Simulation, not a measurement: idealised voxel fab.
The document below concerns the process module designated voxel ribs on slabs.
FYI the section here is cut, 195 nm wide, cells are 5 nm squares.
Just so we're on the same page, the cross-sections are grids of square cells, and they're listed out in bands top to bottom, each band one or more rows deep. Top height, bottom height, nm. Materials left to right, width each, nm. Single material + "throughout" = fills band edge to edge. "air" = empty. Counting heights begins at 0, where everything beneath is, in the wafer as received, one material. The lowest band has no bottom; it goes on downwards, as "0 -> down" shows. A width such as "30->40" changes by the same amount from each row of cells to the next, from the band's top row to its bottom row. Where the words "no change occurred" appear for a step, the cross-section shows no cell changed by that step; every cell remained as before. The entry titled "Enclosed cavities" provides the empty spaces that have no open way to the top, restricted to those of 8 cells or more. Each is presented as width x height at distance, the distance being measured from the left edge, with all three in nm. On each step's line, the part that comes after the settings is the simulator's own comment on the step. overlay nm, on a step with a mask: how far to the right of its planned place the mask lay; to the left if negative.

[Process steps - plan]
1) RECEIVE [material Si]
2) DIRECTIONAL_DEP [material SiO2] [thk nm 25]
3) DIRECTIONAL_DEP [material SiN] [thk nm 20]
4) PATTERN [tone cover] [mask id RIB] [material resist] [width nm 25] [thk nm 15] [overlay nm 0]
5) DIRECTIONAL_ETCH [etch materials SiN] [depth nm 5]
6) STRIP [etch materials resist]
7) MASKED_ETCH [tone cover] [mask id SLAB] [width nm 85] [etch materials SiN] [depth nm 15] [overlay nm 0]
8) FILL_DEP [material SiO2] [thk nm 20]
9) CMP [height nm 60]
10) DIRECTIONAL_DEP [material W] [thk nm 10]
11) DIRECTIONAL_DEP [material aC] [thk nm 10]
12) PATTERN [tone cover] [mask id HEATER] [material resist] [width nm 35] [thk nm 30] [overlay nm 0]
13) DIRECTIONAL_ETCH [etch materials aC] [depth nm 10]
14) STRIP [etch materials resist]
15) DIRECTIONAL_ETCH [etch materials W] [depth nm 10]
16) STRIP [etch materials aC]
17) CONFORMAL_DEP [material SiO2] [thk nm 10]

[Cross-section of the incoming wafer, state after step 1]
    0 -> down = Si throughout
    Enclosed cavities: none

[First of two wafers: cross-section at end of module, run per plan]
    80 -> 70 = air: 70  SiO2: 55  air: 70
    70 -> 60 = SiO2: 80  W: 35  SiO2: 80
    60 -> 45 = SiO2 throughout
    45 -> 40 = SiO2: 85  SiN: 25  SiO2: 85
    40 -> 25 = SiO2: 55  SiN: 85  SiO2: 55
    25 -> 0 = SiO2 throughout
    0 -> down = Si throughout
    Enclosed cavities: none

[Wafer two cross-section, module end. Start and plan unchanged from wafer one; one mistake made during the run]
    80 -> 70 = air: 70  SiO2: 55  air: 70
    70 -> 60 = SiO2: 80  W: 35  SiO2: 80
    60 -> 45 = SiO2 throughout
    45 -> 40 = SiO2: 85  SiN: 25  SiO2: 85
    40 -> 25 = SiO2: 60  SiN: 80  SiO2: 55
    25 -> 0 = SiO2 throughout
    0 -> down = Si throughout
    Enclosed cavities: none
What was done differently from what was planned? planned and actual differ for step 7; actual: MASKED_ETCH [tone cover] [mask id SLAB] [width nm 80] [etch materials SiN] [depth nm 15] [overlay nm 0]
Bottom line after processing is that, in cells, the second wafer is up or down on some materials versus the first: SiN -3 | SiO2 +3
